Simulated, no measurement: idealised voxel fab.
Process module name: voxel local oxidation
Shown is cross-section cut, with a width of 190 nm and square cells of size 5 nm.
Cross-section layout: square cells on a grid; listed as bands, top to bottom; a band spans one or more cell rows. Heights first: top, then bottom, in nm. Then materials, left to right, each with a width in nm. "full width" on a single material: fills the band edge to edge. "blank": empty space. Height 0 is the level under which the wafer as received is all one material. The lowest band goes on downwards, as in "0..down". The width entry "30->40" should be interpreted row by row: the top row of cells in the band takes the first number, the bottom row takes the second number, and the change between adjacent rows is uniform throughout. No cell of the cross-section changed in a step that is given as "no alterations made". This entry, "Sealed-off cavities", enumerates those empty regions of no fewer than 8 cells that possess no open connection to the top. Each region is reported in the form width x height at distance, the distance being taken from the left edge, with all three quantities expressed in nm. The remark found on a step's line after its settings is issued by the simulator itself and pertains to that step. On any step carrying a mask, the "overlay nm" setting, if present on the step's line, tells how far right of its planned place the mask lay; negative values point to the left.

### So here's the lineup of process steps we planned
1: RECEIVE,material Si
2: CONFORMAL_DEP,material SiO2,thk nm 5
3: CONFORMAL_DEP,material SiN,thk nm 15
4: MASKED_ETCH,tone cover,mask id ACTIVE,width nm 105,etch materials SiN,depth nm 15,overlay nm 0
5: SELECTIVE_ETCH,etch materials SiO2,depth nm 5
6: OXIDIZE,depth nm 10
7: STRIP,etch materials SiN

### Cross-section of the wafer at receipt, which is the condition after step 1
  0..down = Si full width
  Sealed-off cavities: none

### End-of-module XS, first of two wafers, run as planned
  5..0 = blank: 45  SiO2: 95  blank: 50
  0..-10 = SiO2: 55  Si: 75  SiO2: 60
  -10..down = Si full width
  Sealed-off cavities: none

### Cross-sectional image of the second wafer of the two following completion of the module. Starting state and process plan were the same as for the first wafer; one execution error occurred
  5..0 = SiO2: 35  blank: 115  SiO2: 40
  0..-10 = Si: 25  SiO2: 135  Si: 30
  -10..down = Si full width
  Sealed-off cavities: none
Deviation noted in wafer processing: step 4, actual vs plan mismatch, actual run MASKED_ETCH,tone open,mask id ACTIVE,width nm 105,etch materials SiN,depth nm 15,overlay nm 0
End of process, cell counts, second wafer against first, materials with more or fewer: 8 fewer of Si | 4 more of SiO2
